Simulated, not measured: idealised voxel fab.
This section sets out a process module, namely voxel transistor to metal.
This is section cut - it's 165 nm across, gridded in 5 nm square cells.
This document writes a cross-section as a grid whose cells are square, and gives it as bands, listed from the top down; one or more rows of cells form a band. Band: top height; bottom height; in nm. Then, left to right: material with width in nm, for each material. "edge to edge": a single material spanning edge to edge. "empty": empty space. The level at which height equals 0 is the one under which the wafer, as it arrives, is entirely one material. No lower edge exists for the bottom band, which continues downward and is notated as in "0..down". The width entry "30..40" should be interpreted row by row: the top row of cells in the band takes the first number, the bottom row takes the second number, and the change between adjacent rows is uniform throughout. "stayed the same" after a step means that no cell of the cross-section changed. In "Voids, enclosed" the enclosed voids are listed, meaning empty spaces of 8 cells or larger without any opening to the top. The form is width x height at distance, distance from the left edge, units nm. It should be noted that, on the line of a given step, the content following the step's settings is a remark produced by the simulator itself with respect to that step. "overlay nm" on a masked step: distance the mask lay right of its planned place, negative for left.

## Below is the list of planned process steps
1) RECEIVE [material Si]
2) CONFORMAL_DEP [material SiO2] [thk nm 5]
3) CONFORMAL_DEP [material SiN] [thk nm 10]
4) PATTERN [tone cover] [mask id ACTIVE] [material resist] [width nm 105] [thk nm 15] [overlay nm 0]
5) DIRECTIONAL_ETCH [etch materials SiN] [depth nm 10]
6) DIRECTIONAL_ETCH [etch materials SiO2] [depth nm 5]
7) DIRECTIONAL_ETCH [etch materials Si] [depth nm 20]
8) STRIP [etch materials resist]
9) FILL_DEP [material SiO2] [thk nm 10]
10) CMP [height nm 15]
11) SELECTIVE_ETCH [etch materials SiO2] [depth nm 5]
12) STRIP [etch materials SiN]
13) SELECTIVE_ETCH [etch materials SiO2] [depth nm 5]
14) OXIDIZE [depth nm 5]
15) DIRECTIONAL_DEP [material polySi] [thk nm 25]
16) DIRECTIONAL_DEP [material SiCN] [thk nm 10]
17) DIRECTIONAL_DEP [material aC] [thk nm 15]
18) PATTERN [tone cover] [mask id GATE] [material resist] [width nm 15] [thk nm 30] [overlay nm 0]
19) DIRECTIONAL_ETCH [etch materials aC] [depth nm 15]
20) STRIP [etch materials resist]
21) DIRECTIONAL_ETCH [etch materials SiCN] [depth nm 20]
22) DIRECTIONAL_ETCH [etch materials polySi] [depth nm 35]
23) STRIP [etch materials aC]
24) CONFORMAL_DEP [material SiO2] [thk nm 5]
25) DIRECTIONAL_ETCH [etch materials SiO2] [depth nm 5]
26) CONFORMAL_DEP [material SiN] [thk nm 5]
27) DIRECTIONAL_ETCH [etch materials SiN] [depth nm 5]
28) DIRECTIONAL_ETCH [etch materials SiO2] [depth nm 5]
29) EPI [material SiGe] [thk nm 5]
30) FILL_DEP [material SiO2] [thk nm 10]
31) CMP [height nm 35]
32) DIRECTIONAL_DEP [material SiO2] [thk nm 10]
33) PATTERN [tone open] [mask id CONTACT] [material resist] [width nm 20] [pitch nm 65] [thk nm 20] [overlay nm 0]
34) DIRECTIONAL_ETCH [etch materials SiO2] [depth nm 45]
35) STRIP [etch materials resist]
36) CONFORMAL_DEP [material TiN] [thk nm 5]
37) FILL_DEP [material Ru] [thk nm 5]
38) CMP [height nm 45]
39) DIRECTIONAL_DEP [material TiN] [thk nm 5]
40) DIRECTIONAL_DEP [material W] [thk nm 20]
41) MASKED_ETCH [tone cover] [mask id METAL_1] [width nm 20] [pitch nm 65] [etch materials W] [depth nm 20] [overlay nm 0]
42) MASKED_ETCH [tone cover] [mask id METAL_1] [width nm 20] [pitch nm 65] [etch materials TiN] [depth nm 5] [overlay nm 0]
43) CONFORMAL_DEP [material SiCN] [thk nm 5]
44) FILL_DEP [material lowk] [thk nm 10]
45) CMP [height nm 70]
46) CONFORMAL_DEP [material SiN] [thk nm 5]

## On the first of the two wafers: run conducted according to plan

## Received-state cross-section, reflecting completion of step 1
0..down: Si edge to edge
Voids, enclosed: none

## How the wafer stands in section after step 2
5..0: SiO2 edge to edge
All layers under 0 are left as they were.

## How the wafer stands in section after step 3
15..5: SiN edge to edge
All layers under 5 are left as they were.

## How the wafer stands in section after step 4
30..15: empty 30, then resist 105, then empty 30
All layers under 15 are left as they were.

## How the wafer stands in section after step 5
30..15: empty 30, then resist 105, then empty 30
15..5: empty 30, then SiN 105, then empty 30
All layers under 5 are left as they were.

## How the wafer stands in section after step 6
30..15: empty 30, then resist 105, then empty 30
15..5: empty 30, then SiN 105, then empty 30
5..0: empty 30, then SiO2 105, then empty 30
All layers under 0 are left as they were.

## How the wafer stands in section after step 7
30..15: empty 30, then resist 105, then empty 30
15..5: empty 30, then SiN 105, then empty 30
5..0: empty 30, then SiO2 105, then empty 30
0..-20: empty 30, then Si 105, then empty 30
All layers under -20 are left as they were.

## How the wafer stands in section after step 8
15..5: empty 30, then SiN 105, then empty 30
All layers under 5 are left as they were.

## How the wafer stands in section after step 9
25..15: SiO2 edge to edge
15..5: SiO2 30, then SiN 105, then SiO2 30
5..0: SiO2 edge to edge
0..-20: SiO2 30, then Si 105, then SiO2 30
All layers under -20 are left as they were.

## How the wafer stands in section after step 10
15..5: SiO2 30, then SiN 105, then SiO2 30
All layers under 5 are left as they were.

## How the wafer stands in section after step 11
15..10: empty 30, then SiN 105, then empty 30
All layers under 10 are left as they were.

## How the wafer stands in section after step 12
10..5: SiO2 30, then empty 105, then SiO2 30
All layers under 5 are left as they were.

## How the wafer stands in section after step 13
5..0: SiO2 25, then empty 115, then SiO2 25
All layers under 0 are left as they were.

## How the wafer stands in section after step 14
5..0: SiO2 25, then empty 115, then SiO2 25
0..-5: SiO2 edge to edge
All layers under -5 are left as they were.

## How the wafer stands in section after step 15
30..25: polySi 25, then empty 115, then polySi 25
25..5: polySi edge to edge
5..0: SiO2 25, then polySi 115, then SiO2 25
All layers under 0 are left as they were.

## How the wafer stands in section after step 16
40..35: SiCN 25, then empty 115, then SiCN 25
35..30: SiCN edge to edge
30..25: polySi 25, then SiCN 115, then polySi 25
All layers under 25 are left as they were.

## How the wafer stands in section after step 17
55..50: aC 25, then empty 115, then aC 25
50..40: aC edge to edge
40..35: SiCN 25, then aC 115, then SiCN 25
All layers under 35 are left as they were.

## How the wafer stands in section after step 18
85..55: empty 75, then resist 15, then empty 75
55..50: aC 25, then empty 50, then resist 15, then empty 50, then aC 25
All layers under 50 are left as they were.

## How the wafer stands in section after step 19
70..50: empty 75, then resist 15, then empty 75
50..40: empty 75, then aC 15, then empty 75
40..35: SiCN 25, then empty 50, then aC 15, then empty 50, then SiCN 25
All layers under 35 are left as they were.

## How the wafer stands in section after step 20
50..40: empty 75, then aC 15, then empty 75
All layers under 40 are left as they were.

## How the wafer stands in section after step 21
50..35: empty 75, then aC 15, then empty 75
35..30: empty 75, then SiCN 15, then empty 75
30..25: polySi 25, then empty 50, then SiCN 15, then empty 50, then polySi 25
All layers under 25 are left as they were.

## How the wafer stands in section after step 22
50..35: empty 75, then aC 15, then empty 75
35..25: empty 75, then SiCN 15, then empty 75
25..5: empty 75, then polySi 15, then empty 75
5..0: SiO2 25, then empty 50, then polySi 15, then empty 50, then SiO2 25
All layers under 0 are left as they were.

## How the wafer stands in section after step 23
35..25: empty 75, then SiCN 15, then empty 75
All layers under 25 are left as they were.

## How the wafer stands in section after step 24
40..35: empty 70, then SiO2 25, then empty 70
35..25: empty 70, then SiO2 5, then SiCN 15, then SiO2 5, then empty 70
25..10: empty 70, then SiO2 5, then polySi 15, then SiO2 5, then empty 70
10..5: SiO2 30, then empty 40, then SiO2 5, then polySi 15, then SiO2 5, then empty 40, then SiO2 30
5..0: SiO2 75, then polySi 15, then SiO2 75
All layers under 0 are left as they were.

## How the wafer stands in section after step 25
35..25: empty 70, then SiO2 5, then SiCN 15, then SiO2 5, then empty 70
25..5: empty 70, then SiO2 5, then polySi 15, then SiO2 5, then empty 70
5..0: SiO2 30, then empty 40, then SiO2 5, then polySi 15, then SiO2 5, then empty 40, then SiO2 30
All layers under 0 are left as they were.

## How the wafer stands in section after step 26
40..35: empty 65, then SiN 35, then empty 65
35..25: empty 65, then SiN 5, then SiO2 5, then SiCN 15, then SiO2 5, then SiN 5, then empty 65
25..10: empty 65, then SiN 5, then SiO2 5, then polySi 15, then SiO2 5, then SiN 5, then empty 65
10..5: SiN 35, then empty 30, then SiN 5, then SiO2 5, then polySi 15, then SiO2 5, then SiN 5, then empty 30, then SiN 35
5..0: SiO2 30, then SiN 40, then SiO2 5, then polySi 15, then SiO2 5, then SiN 40, then SiO2 30
All layers under 0 are left as they were.

## How the wafer stands in section after step 27
35..25: empty 65, then SiN 5, then SiO2 5, then SiCN 15, then SiO2 5, then SiN 5, then empty 65
25..5: empty 65, then SiN 5, then SiO2 5, then polySi 15, then SiO2 5, then SiN 5, then empty 65
5..0: SiO2 30, then SiN 5, then empty 30, then SiN 5, then SiO2 5, then polySi 15, then SiO2 5, then SiN 5, then empty 30, then SiN 5, then SiO2 30
All layers under 0 are left as they were.

## How the wafer stands in section after step 28
35..30: empty 65, then SiN 5, then empty 5, then SiCN 15, then empty 5, then SiN 5, then empty 65
30..25: empty 65, then SiN 5, then SiO2 5, then SiCN 15, then SiO2 5, then SiN 5, then empty 65
25..5: empty 65, then SiN 5, then SiO2 5, then polySi 15, then SiO2 5, then SiN 5, then empty 65
5..0: empty 30, then SiN 5, then empty 30, then SiN 5, then SiO2 5, then polySi 15, then SiO2 5, then SiN 5, then empty 30, then SiN 5, then empty 30
0..-5: SiO2 35, then empty 30, then SiO2 35, then empty 30, then SiO2 35
All layers under -5 are left as they were.

## How the wafer stands in section after step 29
35..30: empty 65, then SiN 5, then empty 5, then SiCN 15, then empty 5, then SiN 5, then empty 65
30..25: empty 65, then SiN 5, then SiO2 5, then SiCN 15, then SiO2 5, then SiN 5, then empty 65
25..5: empty 65, then SiN 5, then SiO2 5, then polySi 15, then SiO2 5, then SiN 5, then empty 65
5..0: empty 30, then SiN 5, then empty 30, then SiN 5, then SiO2 5, then polySi 15, then SiO2 5, then SiN 5, then empty 30, then SiN 5, then empty 30
0..-5: SiO2 35, then SiGe 30, then SiO2 35, then SiGe 30, then SiO2 35
All layers under -5 are left as they were.

## How the wafer stands in section after step 30
45..35: SiO2 edge to edge
35..25: SiO2 65, then SiN 5, then SiO2 5, then SiCN 15, then SiO2 5, then SiN 5, then SiO2 65
25..5: SiO2 65, then SiN 5, then SiO2 5, then polySi 15, then SiO2 5, then SiN 5, then SiO2 65
5..0: SiO2 30, then SiN 5, then SiO2 30, then SiN 5, then SiO2 5, then polySi 15, then SiO2 5, then SiN 5, then SiO2 30, then SiN 5, then SiO2 30
All layers under 0 are left as they were.

## How the wafer stands in section after step 31
35..25: SiO2 65, then SiN 5, then SiO2 5, then SiCN 15, then SiO2 5, then SiN 5, then SiO2 65
All layers under 25 are left as they were.

## How the wafer stands in section after step 32
45..35: SiO2 edge to edge
All layers under 35 are left as they were.

## How the wafer stands in section after step 33
65..45: resist 40, then empty 20, then resist 45, then empty 20, then resist 40
All layers under 45 are left as they were.

## How the wafer stands in section after step 34
65..45: resist 40, then empty 20, then resist 45, then empty 20, then resist 40
45..35: SiO2 40, then empty 20, then SiO2 45, then empty 20, then SiO2 40
35..25: SiO2 40, then empty 20, then SiO2 5, then SiN 5, then SiO2 5, then SiCN 15, then SiO2 5, then SiN 5, then SiO2 5, then empty 20, then SiO2 40
25..5: SiO2 40, then empty 20, then SiO2 5, then SiN 5, then SiO2 5, then polySi 15, then SiO2 5, then SiN 5, then SiO2 5, then empty 20, then SiO2 40
5..0: SiO2 30, then SiN 5, then SiO2 5, then empty 20, then SiO2 5, then SiN 5, then SiO2 5, then polySi 15, then SiO2 5, then SiN 5, then SiO2 5, then empty 20, then SiO2 5, then SiN 5, then SiO2 30
All layers under 0 are left as they were.

## How the wafer stands in section after step 35
45..35: SiO2 40, then empty 20, then SiO2 45, then empty 20, then SiO2 40
All layers under 35 are left as they were.

## How the wafer stands in section after step 36
50..45: TiN 45, then empty 10, then TiN 55, then empty 10, then TiN 45
45..35: SiO2 40, then TiN 5, then empty 10, then TiN 5, then SiO2 45, then TiN 5, then empty 10, then TiN 5, then SiO2 40
35..25: SiO2 40, then TiN 5, then empty 10, then TiN 5, then SiO2 5, then SiN 5, then SiO2 5, then SiCN 15, then SiO2 5, then SiN 5, then SiO2 5, then TiN 5, then empty 10, then TiN 5, then SiO2 40
25..5: SiO2 40, then TiN 5, then empty 10, then TiN 5, then SiO2 5, then SiN 5, then SiO2 5, then polySi 15, then SiO2 5, then SiN 5, then SiO2 5, then TiN 5, then empty 10, then TiN 5, then SiO2 40
5..0: SiO2 30, then SiN 5, then SiO2 5, then TiN 20, then SiO2 5, then SiN 5, then SiO2 5, then polySi 15, then SiO2 5, then SiN 5, then SiO2 5, then TiN 20, then SiO2 5, then SiN 5, then SiO2 30
All layers under 0 are left as they were.

## How the wafer stands in section after step 37
55..50: Ru edge to edge
50..45: TiN 45, then Ru 10, then TiN 55, then Ru 10, then TiN 45
45..35: SiO2 40, then TiN 5, then Ru 10, then TiN 5, then SiO2 45, then TiN 5, then Ru 10, then TiN 5, then SiO2 40
35..25: SiO2 40, then TiN 5, then Ru 10, then TiN 5, then SiO2 5, then SiN 5, then SiO2 5, then SiCN 15, then SiO2 5, then SiN 5, then SiO2 5, then TiN 5, then Ru 10, then TiN 5, then SiO2 40
25..5: SiO2 40, then TiN 5, then Ru 10, then TiN 5, then SiO2 5, then SiN 5, then SiO2 5, then polySi 15, then SiO2 5, then SiN 5, then SiO2 5, then TiN 5, then Ru 10, then TiN 5, then SiO2 40
All layers under 5 are left as they were.

## How the wafer stands in section after step 38
45..35: SiO2 40, then TiN 5, then Ru 10, then TiN 5, then SiO2 45, then TiN 5, then Ru 10, then TiN 5, then SiO2 40
All layers under 35 are left as they were.

## How the wafer stands in section after step 39
50..45: TiN edge to edge
All layers under 45 are left as they were.

## How the wafer stands in section after step 40
70..50: W edge to edge
All layers under 50 are left as they were.

## How the wafer stands in section after step 41
70..50: empty 40, then W 20, then empty 45, then W 20, then empty 40
All layers under 50 are left as they were.

## How the wafer stands in section after step 42
70..50: empty 40, then W 20, then empty 45, then W 20, then empty 40
50..45: empty 40, then TiN 20, then empty 45, then TiN 20, then empty 40
All layers under 45 are left as they were.

## How the wafer stands in section after step 43
75..70: empty 35, then SiCN 30, then empty 35, then SiCN 30, then empty 35
70..50: empty 35, then SiCN 5, then W 20, then SiCN 5, then empty 35, then SiCN 5, then W 20, then SiCN 5, then empty 35
50..45: SiCN 40, then TiN 20, then SiCN 45, then TiN 20, then SiCN 40
All layers under 45 are left as they were.

## How the wafer stands in section after step 44
85..75: lowk edge to edge
75..70: lowk 35, then SiCN 30, then lowk 35, then SiCN 30, then lowk 35
70..50: lowk 35, then SiCN 5, then W 20, then SiCN 5, then lowk 35, then SiCN 5, then W 20, then SiCN 5, then lowk 35
All layers under 50 are left as they were.

## How the wafer stands in section after step 45
70..50: lowk 35, then SiCN 5, then W 20, then SiCN 5, then lowk 35, then SiCN 5, then W 20, then SiCN 5, then lowk 35
All layers under 50 are left as they were.

## How the wafer stands in section after step 46
75..70: SiN edge to edge
All layers under 70 are left as they were.

## It is to be noted that the second wafer proceeded from the same initial state and according to the same plan as the first, although one mistake was committed in its execution; through step 23, inclusive, the two wafers share an identical history

Second wafer, cut view, end of step 24 per plan: stayed the same

## Second wafer, cut view, end of step 25 per plan
35..25: empty 75, then SiCN 15, then empty 75
25..0: empty 75, then polySi 15, then empty 75
0..-5: SiO2 25, then empty 50, then SiO2 15, then empty 50, then SiO2 25
All layers under -5 are left as they were.

## Second wafer, cut view, end of step 26 per plan
40..35: empty 70, then SiN 25, then empty 70
35..25: empty 70, then SiN 5, then SiCN 15, then SiN 5, then empty 70
25..5: empty 70, then SiN 5, then polySi 15, then SiN 5, then empty 70
5..0: SiN 30, then empty 40, then SiN 5, then polySi 15, then SiN 5, then empty 40, then SiN 30
0..-5: SiO2 25, then SiN 50, then SiO2 15, then SiN 50, then SiO2 25
All layers under -5 are left as they were.

## Second wafer, cut view, end of step 27 per plan
35..25: empty 70, then SiN 5, then SiCN 15, then SiN 5, then empty 70
25..0: empty 70, then SiN 5, then polySi 15, then SiN 5, then empty 70
0..-5: SiO2 25, then SiN 5, then empty 40, then SiN 5, then SiO2 15, then SiN 5, then empty 40, then SiN 5, then SiO2 25
All layers under -5 are left as they were.

## Second wafer, cut view, end of step 28 per plan
35..25: empty 70, then SiN 5, then SiCN 15, then SiN 5, then empty 70
25..0: empty 70, then SiN 5, then polySi 15, then SiN 5, then empty 70
0..-5: empty 25, then SiN 5, then empty 40, then SiN 5, then SiO2 15, then SiN 5, then empty 40, then SiN 5, then empty 25
All layers under -5 are left as they were.

## Second wafer, cut view, end of step 29 per plan
35..25: empty 70, then SiN 5, then SiCN 15, then SiN 5, then empty 70
25..0: empty 70, then SiN 5, then polySi 15, then SiN 5, then empty 70
0..-5: empty 25, then SiN 5, then SiGe 40, then SiN 5, then SiO2 15, then SiN 5, then SiGe 40, then SiN 5, then empty 25
All layers under -5 are left as they were.

## Second wafer, cut view, end of step 30 per plan
45..35: SiO2 edge to edge
35..25: SiO2 70, then SiN 5, then SiCN 15, then SiN 5, then SiO2 70
25..0: SiO2 70, then SiN 5, then polySi 15, then SiN 5, then SiO2 70
0..-5: SiO2 25, then SiN 5, then SiGe 40, then SiN 5, then SiO2 15, then SiN 5, then SiGe 40, then SiN 5, then SiO2 25
All layers under -5 are left as they were.

## Second wafer, cut view, end of step 31 per plan
35..25: SiO2 70, then SiN 5, then SiCN 15, then SiN 5, then SiO2 70
All layers under 25 are left as they were.

## Second wafer, cut view, end of step 32 per plan
45..35: SiO2 edge to edge
All layers under 35 are left as they were.

## Second wafer, cut view, end of step 33 per plan
65..45: resist 40, then empty 20, then resist 45, then empty 20, then resist 40
All layers under 45 are left as they were.

## Second wafer, cut view, end of step 34 per plan
65..45: resist 40, then empty 20, then resist 45, then empty 20, then resist 40
45..35: SiO2 40, then empty 20, then SiO2 45, then empty 20, then SiO2 40
35..25: SiO2 40, then empty 20, then SiO2 10, then SiN 5, then SiCN 15, then SiN 5, then SiO2 10, then empty 20, then SiO2 40
25..0: SiO2 40, then empty 20, then SiO2 10, then SiN 5, then polySi 15, then SiN 5, then SiO2 10, then empty 20, then SiO2 40
All layers under 0 are left as they were.

## Second wafer, cut view, end of step 35 per plan
45..35: SiO2 40, then empty 20, then SiO2 45, then empty 20, then SiO2 40
All layers under 35 are left as they were.

## Second wafer, cut view, end of step 36 per plan
50..45: TiN 45, then empty 10, then TiN 55, then empty 10, then TiN 45
45..35: SiO2 40, then TiN 5, then empty 10, then TiN 5, then SiO2 45, then TiN 5, then empty 10, then TiN 5, then SiO2 40
35..25: SiO2 40, then TiN 5, then empty 10, then TiN 5, then SiO2 10, then SiN 5, then SiCN 15, then SiN 5, then SiO2 10, then TiN 5, then empty 10, then TiN 5, then SiO2 40
25..5: SiO2 40, then TiN 5, then empty 10, then TiN 5, then SiO2 10, then SiN 5, then polySi 15, then SiN 5, then SiO2 10, then TiN 5, then empty 10, then TiN 5, then SiO2 40
5..0: SiO2 40, then TiN 20, then SiO2 10, then SiN 5, then polySi 15, then SiN 5, then SiO2 10, then TiN 20, then SiO2 40
All layers under 0 are left as they were.

## Second wafer, cut view, end of step 37 per plan
55..50: Ru edge to edge
50..45: TiN 45, then Ru 10, then TiN 55, then Ru 10, then TiN 45
45..35: SiO2 40, then TiN 5, then Ru 10, then TiN 5, then SiO2 45, then TiN 5, then Ru 10, then TiN 5, then SiO2 40
35..25: SiO2 40, then TiN 5, then Ru 10, then TiN 5, then SiO2 10, then SiN 5, then SiCN 15, then SiN 5, then SiO2 10, then TiN 5, then Ru 10, then TiN 5, then SiO2 40
25..5: SiO2 40, then TiN 5, then Ru 10, then TiN 5, then SiO2 10, then SiN 5, then polySi 15, then SiN 5, then SiO2 10, then TiN 5, then Ru 10, then TiN 5, then SiO2 40
All layers under 5 are left as they were.

## Second wafer, cut view, end of step 38 per plan
45..35: SiO2 40, then TiN 5, then Ru 10, then TiN 5, then SiO2 45, then TiN 5, then Ru 10, then TiN 5, then SiO2 40
All layers under 35 are left as they were.

## Second wafer, cut view, end of step 39 per plan
50..45: TiN edge to edge
All layers under 45 are left as they were.

## Second wafer, cut view, end of step 40 per plan
70..50: W edge to edge
All layers under 50 are left as they were.

## Second wafer, cut view, end of step 41 per plan
70..50: empty 40, then W 20, then empty 45, then W 20, then empty 40
All layers under 50 are left as they were.

## Second wafer, cut view, end of step 42 per plan
70..50: empty 40, then W 20, then empty 45, then W 20, then empty 40
50..45: empty 40, then TiN 20, then empty 45, then TiN 20, then empty 40
All layers under 45 are left as they were.

## Second wafer, cut view, end of step 43 per plan
75..70: empty 35, then SiCN 30, then empty 35, then SiCN 30, then empty 35
70..50: empty 35, then SiCN 5, then W 20, then SiCN 5, then empty 35, then SiCN 5, then W 20, then SiCN 5, then empty 35
50..45: SiCN 40, then TiN 20, then SiCN 45, then TiN 20, then SiCN 40
All layers under 45 are left as they were.

## Second wafer, cut view, end of step 44 per plan
85..75: lowk edge to edge
75..70: lowk 35, then SiCN 30, then lowk 35, then SiCN 30, then lowk 35
70..50: lowk 35, then SiCN 5, then W 20, then SiCN 5, then lowk 35, then SiCN 5, then W 20, then SiCN 5, then lowk 35
All layers under 50 are left as they were.

## Second wafer, cut view, end of step 45 per plan
70..50: lowk 35, then SiCN 5, then W 20, then SiCN 5, then lowk 35, then SiCN 5, then W 20, then SiCN 5, then lowk 35
All layers under 50 are left as they were.

## Second wafer, cut view, end of step 46 per plan
75..70: SiN edge to edge
All layers under 70 are left as they were.
Which mistake was made when the wafer was run? step 24 from the plan never happened, it was just skipped
Looking at both finished wafers in cells, the second ends up ahead of or behind the first on some materials: SiGe +4, SiN +2, SiO2 -6
